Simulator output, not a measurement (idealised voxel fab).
Name of the process module below: voxel self aligned contacts
Each square cell in cross-section cut measures 5 nm, and the section as a whole is 160 nm wide.
How to read a cross-section here: the picture is a grid of square cells, written as bands going from the top down, and any band can span one or more rows of cells. Heights first: top, then bottom, in nm. Then materials, left to right, each with a width in nm. "full width" on a single material: fills the band edge to edge. "empty": empty space. Heights from 0 (as-received wafer is one material below). Bottom band endless downward, as "0 -> down". A two-number width, for instance "30 to 40", indicates that the width is equal to the first number in the top row of the band and to the second number in the bottom row, and that it changes by a constant amount per row of cells. The cross-section has no changed cell in any step marked "nothing different". Each empty space that has no open way to the top and spans at least 8 cells appears under "Fully enclosed voids" as width x height at distance, the distance counted from the left edge, all in nm. Where a step's line continues beyond its settings, the continuation is a remark by the simulator itself on that step. For masked steps, "overlay nm" on the step line gives how far right of plan the mask actually lay; a minus sign means it lay to the left.
[Process steps (planned)]
1 RECEIVE with material Si
2 CONFORMAL_DEP with material SiO2, thk nm 5
3 DIRECTIONAL_DEP with material polySi, thk nm 20
4 DIRECTIONAL_DEP with material SiN, thk nm 25
5 MASKED_ETCH with tone cover, mask id GATE, width nm 25, pitch nm 60, etch materials SiN, depth nm 25, overlay nm 0
6 MASKED_ETCH with tone cover, mask id GATE, width nm 25, pitch nm 60, etch materials polySi, depth nm 20, overlay nm 0
7 CONFORMAL_DEP with material SiN, thk nm 10
8 DIRECTIONAL_ETCH with etch materials SiN, depth nm 10
9 FILL_DEP with material SiO2, thk nm 20
10 CMP with height nm 60
11 MASKED_ETCH with tone open, mask id CONTACT, width nm 45, etch materials SiO2, depth nm 60, overlay nm 0
12 CONFORMAL_DEP with material TiN, thk nm 5
13 FILL_DEP with material Ru, thk nm 10
14 CMP with height nm 60
15 CONFORMAL_DEP with material SiCN, thk nm 5
[Cross-section of the wafer at receipt, which is the condition after step 1]
    0 -> down | Si full width
    Fully enclosed voids: none
[Cross-sectional result after module completion. Note: starting condition and plan are unchanged from above; one processing mistake was made]
    65 -> 60 | SiCN full width
    60 -> 45 | 55 nm SiO2, 5 nm TiN, 35 nm Ru, 5 nm TiN, 60 nm SiO2
    45 -> 40 | 55 nm SiO2, 10 nm TiN, 25 nm Ru, 10 nm TiN, 60 nm SiO2
    40 -> 25 | 35 nm SiO2, 25 nm SiN, 5 nm TiN, 25 nm Ru, 5 nm TiN, 25 nm SiN, 40 nm SiO2
    25 -> 5 | 35 nm SiO2, 25 nm polySi, 5 nm TiN, 25 nm Ru, 5 nm TiN, 25 nm polySi, 40 nm SiO2
    5 -> 0 | 60 nm SiO2, 35 nm TiN, 65 nm SiO2
    0 -> down | Si full width
    Fully enclosed voids: none
what went wrong: step 7 was left out
